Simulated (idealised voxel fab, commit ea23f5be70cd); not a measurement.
The process module that follows is named voxel wiring stack.
Xsec cut, 155 nm wide, square cell size 5 nm.
Think of the cross-section as a grid of square cells. We describe it in bands, top to bottom, and each band covers one or more rows of those cells. Read a band's entry like this: the first values are the height of its top and the height of its bottom in nm, and what follows is the sequence of materials from left to right, each with its width in nm. Note that "empty" is empty space, and that a single material marked "edge to edge" reaches across the band from edge to edge. Zero point of the height axis is 0; under it, received wafer = one material. Lowest band: continues down indefinitely, "0..down". You'd read "30..40" like this: the band's top row of cells is as wide as the first number, its bottom row is as wide as the second, and going down, every row changes width by the same amount as the row before did. "nothing got changed", as given for a step, is the statement that not any cell of the cross-section underwent a change during that step. Any empty space of 8 cells or more lacking an open way to the top shows up in "Enclosed void entries" as width x height at distance, distance from the left edge, in nm. Post-settings text on a step line: simulator's own remark regarding the step. overlay nm: mask offset rightward from planned place, masked step; negative means leftward offset.
# This section lists the process steps that were planned
1 RECEIVE | material Si
2 CONFORMAL_DEP | material SiO2 | thk nm 10
3 CONFORMAL_DEP | material SiN | thk nm 5
4 DIRECTIONAL_DEP | material SiO2 | thk nm 15
5 MASKED_ETCH | tone open | mask id METAL_1 | width nm 30 | pitch nm 60 | etch materials SiO2 | depth nm 15 | overlay nm 0
6 MASKED_ETCH | tone open | mask id METAL_1 | width nm 30 | pitch nm 60 | etch materials SiN | depth nm 5 | overlay nm 0
7 CONFORMAL_DEP | material TiN | thk nm 5
8 FILL_DEP | material Ru | thk nm 10
9 CMP | height nm 30
10 CONFORMAL_DEP | material SiCN | thk nm 5
11 DIRECTIONAL_DEP | material lowk | thk nm 15
12 DIRECTIONAL_DEP | material aC | thk nm 10
13 PATTERN | tone open | mask id PLUG_1 | material resist | width nm 15 | thk nm 30 | overlay nm 0
14 DIRECTIONAL_ETCH | etch materials aC | depth nm 5
15 STRIP | etch materials resist
16 DIRECTIONAL_ETCH | etch materials lowk | depth nm 15
17 DIRECTIONAL_ETCH | etch materials SiCN | depth nm 5
18 STRIP | etch materials aC
19 CONFORMAL_DEP | material TiN | thk nm 5
20 FILL_DEP | material Cu | thk nm 5
21 CMP | height nm 50
22 DIRECTIONAL_DEP | material TiN | thk nm 5
23 DIRECTIONAL_DEP | material W | thk nm 25
24 PATTERN | tone cover | mask id METAL_2 | material resist | width nm 30 | pitch nm 60 | thk nm 20 | overlay nm 0
25 DIRECTIONAL_ETCH | etch materials W | depth nm 25
26 DIRECTIONAL_ETCH | etch materials TiN | depth nm 5
27 STRIP | etch materials resist
28 FILL_DEP | material lowk | thk nm 10
29 CMP | height nm 80
30 CONFORMAL_DEP | material SiCN | thk nm 5
31 DIRECTIONAL_DEP | material SiO2 | thk nm 30
32 MASKED_ETCH | tone open | mask id METAL_3_HOLES | width nm 15 | etch materials SiO2 | depth nm 30 | overlay nm 0
33 MASKED_ETCH | tone open | mask id METAL_3 | width nm 30 | pitch nm 60 | etch materials SiO2 | depth nm 20 | overlay nm 0
34 MASKED_ETCH | tone open | mask id METAL_3 | width nm 30 | pitch nm 60 | etch materials SiCN | depth nm 5 | overlay nm 0
35 CONFORMAL_DEP | material TiN | thk nm 5
36 FILL_DEP | material Ru | thk nm 10
37 CMP | height nm 115
38 CONFORMAL_DEP | material SiCN | thk nm 5
39 DIRECTIONAL_DEP | material lowk | thk nm 10
40 PATTERN | tone open | mask id PLUG_3 | material resist | width nm 15 | pitch nm 60 | thk nm 15 | overlay nm 0
41 DIRECTIONAL_ETCH | etch materials lowk | depth nm 10
42 DIRECTIONAL_ETCH | etch materials SiCN | depth nm 5
43 STRIP | etch materials resist
44 EPI | material Ru | thk nm 10
45 EPI | material Ru | thk nm 5
46 CONFORMAL_DEP | material SiCN | thk nm 5
47 DIRECTIONAL_DEP | material lowk | thk nm 20
48 PATTERN | tone open | mask id METAL_4 | material resist | width nm 30 | pitch nm 60 | thk nm 15 | overlay nm 0
49 DIRECTIONAL_ETCH | etch materials lowk | depth nm 20
50 DIRECTIONAL_ETCH | etch materials SiCN | depth nm 5
51 STRIP | etch materials resist
52 CONFORMAL_DEP | material TiN | thk nm 5
53 FILL_DEP | material Cu | thk nm 5
54 CMP | height nm 155
55 CONFORMAL_DEP | material SiCN | thk nm 5
Variable across wafers: step 14 depth nm (plan value is that of the first wafer; starting state common to all).
# Cross-section, first of several wafers, as delivered after step 1
  0..down | Si edge to edge
  Enclosed void entries: none
# Below is a per-wafer table. In it, each row describes the wafer at the end of the module by giving, for each material, the number of cells gained (+) or lost (-) since the wafer was received, and after that the closed voids of the wafer
depth nm 5 | +32 Cu | +69 Ru | +134 SiCN | +19 SiN | +251 SiO2 | +94 TiN | +60 W | +333 lowk | Enclosed void entries: none
depth nm 10 | +35 Cu | +69 Ru | +131 SiCN | +19 SiN | +251 SiO2 | +103 TiN | +60 W | +324 lowk | Enclosed void entries: none
depth nm 15 | +35 Cu | +69 Ru | +131 SiCN | +19 SiN | +251 SiO2 | +103 TiN | +60 W | +324 lowk | Enclosed void entries: none
depth nm 20 | +35 Cu | +69 Ru | +131 SiCN | +19 SiN | +251 SiO2 | +103 TiN | +60 W | +324 lowk | Enclosed void entries: none
depth nm 25 | +35 Cu | +69 Ru | +131 SiCN | +19 SiN | +251 SiO2 | +103 TiN | +60 W | +324 lowk | Enclosed void entries: none
